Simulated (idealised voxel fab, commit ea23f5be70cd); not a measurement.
process module | voxel lift off
cross-section cut | 220 nm wide | cells 5 nm
A cross-section is a grid of square cells, given in bands from the top down. A band is one or more rows of cells.
Each band's line starts with the height of the band's top and of its bottom, in nm. Then come its materials from left to right, each with its width in nm. One material with "throughout" fills the band from edge to edge. "air" is empty space.
Height 0 is the level under which the wafer as received is all one material. The lowest band goes on downwards, as in "0 down".
A width such as "30 to 40" changes by the same amount from each row of cells to the next, from the band's top row to its bottom row.
"no change" after a step means that no cell of the cross-section changed.
closed voids: empty space of 8 cells or more with no open way to the top, each as width x height at its distance from the left edge, in nm
after a step's settings: what the simulator itself notes on the step
overlay nm, on a step with a mask: how far to the right of its planned place the mask lay; to the left if negative
plan
1 op RECEIVE | material Si
2 op CONFORMAL_DEP | material SiO2 | thk nm 15
3 op PATTERN | tone open | mask id LINES | material resist | width nm 15 | pitch nm 40 | thk nm 25 | overlay nm 0
4 op DIRECTIONAL_DEP | material Ru | thk nm 10
5 op STRIP | etch materials resist
6 op CONFORMAL_DEP | material SiCN | thk nm 10
first wafer, as planned
as received, after step 1
  0 down: Si throughout
  closed voids: none
after step 2
  15 to 0: SiO2 throughout
  below 0: unchanged
after step 3
  40 to 15: resist 60 | air 15 | resist 25 | air 15 | resist 25 | air 15 | resist 65
  below 15: unchanged
after step 4
  50 to 40: Ru 60 | air 15 | Ru 25 | air 15 | Ru 25 | air 15 | Ru 65
  40 to 25: resist 60 | air 15 | resist 25 | air 15 | resist 25 | air 15 | resist 65
  25 to 15: resist 60 | Ru 15 | resist 25 | Ru 15 | resist 25 | Ru 15 | resist 65
  below 15: unchanged
after step 5
  25 to 15: air 60 | Ru 15 | air 25 | Ru 15 | air 25 | Ru 15 | air 65
  below 15: unchanged
after step 6
  35 to 25: air 50 | SiCN 35 | air 5 | SiCN 35 | air 5 | SiCN 35 | air 55
  25 to 15: SiCN 60 | Ru 15 | SiCN 25 | Ru 15 | SiCN 25 | Ru 15 | SiCN 65
  below 15: unchanged
second wafer: like start, like plan, one mistake. Through step 2 it matches the first wafer
when step 3 should have ended
  40 to 15: air 60 | resist 15 | air 25 | resist 15 | air 25 | resist 15 | air 65
  below 15: unchanged
when step 4 should have ended
  50 to 40: air 60 | Ru 15 | air 25 | Ru 15 | air 25 | Ru 15 | air 65
  40 to 25: air 60 | resist 15 | air 25 | resist 15 | air 25 | resist 15 | air 65
  25 to 15: Ru 60 | resist 15 | Ru 25 | resist 15 | Ru 25 | resist 15 | Ru 65
  below 15: unchanged
when step 5 should have ended
  25 to 15: Ru 60 | air 15 | Ru 25 | air 15 | Ru 25 | air 15 | Ru 65
  below 15: unchanged
when step 6 should have ended
  35 to 25: SiCN throughout
  25 to 15: Ru 60 | SiCN 15 | Ru 25 | SiCN 15 | Ru 25 | SiCN 15 | Ru 65
  below 15: unchanged
what went wrong: step 3 ran as: op PATTERN | tone cover | mask id LINES | material resist | width nm 15 | pitch nm 40 | thk nm 25 | overlay nm 0
at the end the second wafer has, in cells: 52 more of Ru | 6 fewer of SiCN
